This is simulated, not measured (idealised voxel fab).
Title: Process Module voxel double patterning
Square cell edge 5 nm, section width 250 nm, ID cut.
We lay out every cross-section as a grid of square cells and spell it out in bands from the top down, where one band means one or more rows of cells. Quick guide to a band line: top height, bottom height (nm) up front; then every material left to right with its width in nm. Only one material and it's marked "all across"? Then it fills the band edge to edge. And "blank" just means empty space. Note: height 0 marks the level under which the wafer is uniformly one material as received. Lowest band unbounded below, written "from 0 down". The two numbers in a width such as "30 to 40" mark its ends across the band: the first belongs to the top row of cells, the second to the bottom row, and from each row to the next the width moves by the same amount. Step marked "nothing changed"? Then no cell in the cross-section changed in it. For the entry "Enclosed internal voids", the listed items are empty spaces with no open way to the top whose size is 8 cells or more; each item follows the pattern width x height at distance, where distance is from the left edge and all three are in nm. Read whatever lies past the settings on a step's line as the simulator's own remark about the step. If you see "overlay nm" on a step's line and that step has a mask, it's telling you how far right of where it was planned the mask ended up; a negative number means it went left instead.

-- Steps planned for the process
1 RECEIVE: material Si
2 CONFORMAL_DEP: material SiO2, thk nm 5
3 DIRECTIONAL_DEP: material polySi, thk nm 10
4 DIRECTIONAL_DEP: material SiCN, thk nm 10
5 DIRECTIONAL_DEP: material aC, thk nm 10
6 PATTERN: tone open, mask id FIRST, material resist, width nm 15, pitch nm 50, thk nm 25, overlay nm 0
7 DIRECTIONAL_ETCH: etch materials aC, depth nm 10
8 STRIP: etch materials resist
9 DIRECTIONAL_ETCH: etch materials SiCN, depth nm 10
10 STRIP: etch materials aC
11 PATTERN: tone open, mask id SECOND, material resist, width nm 15, pitch nm 50, thk nm 20, overlay nm 0
12 DIRECTIONAL_ETCH: etch materials SiCN, depth nm 10
13 STRIP: etch materials resist
14 DIRECTIONAL_ETCH: etch materials polySi, depth nm 10
15 STRIP: etch materials SiCN

-- This is the cross-section of the wafer as we received it, i.e. after step 1
  from 0 down = Si all across
  Enclosed internal voids: none

-- first wafer at the end, as planned
  from 15 to 5 = 65 nm polySi / 15 nm blank / 10 nm polySi / 15 nm blank / 10 nm polySi / 15 nm blank / 10 nm polySi / 15 nm blank / 10 nm polySi / 15 nm blank / 70 nm polySi
  from 5 to 0 = SiO2 all across
  from 0 down = Si all across
  Enclosed internal voids: none

-- Wafer two, sectioned after the module: the first wafer's start, the first wafer's plan, and one mistake in how it was run
  from 15 to 5 = 90 nm blank / 15 nm polySi / 35 nm blank / 15 nm polySi / 95 nm blank
  from 5 to 0 = SiO2 all across
  from 0 down = Si all across
  Enclosed internal voids: none
The mistake made against the process plan was this: step 11 ran with different settings than intended, the actual operation and settings being PATTERN: tone cover, mask id SECOND, material resist, width nm 15, pitch nm 50, thk nm 20, overlay nm 0
At the finish, the second wafer shows more or fewer cells for some materials than the first does: -58 polySi
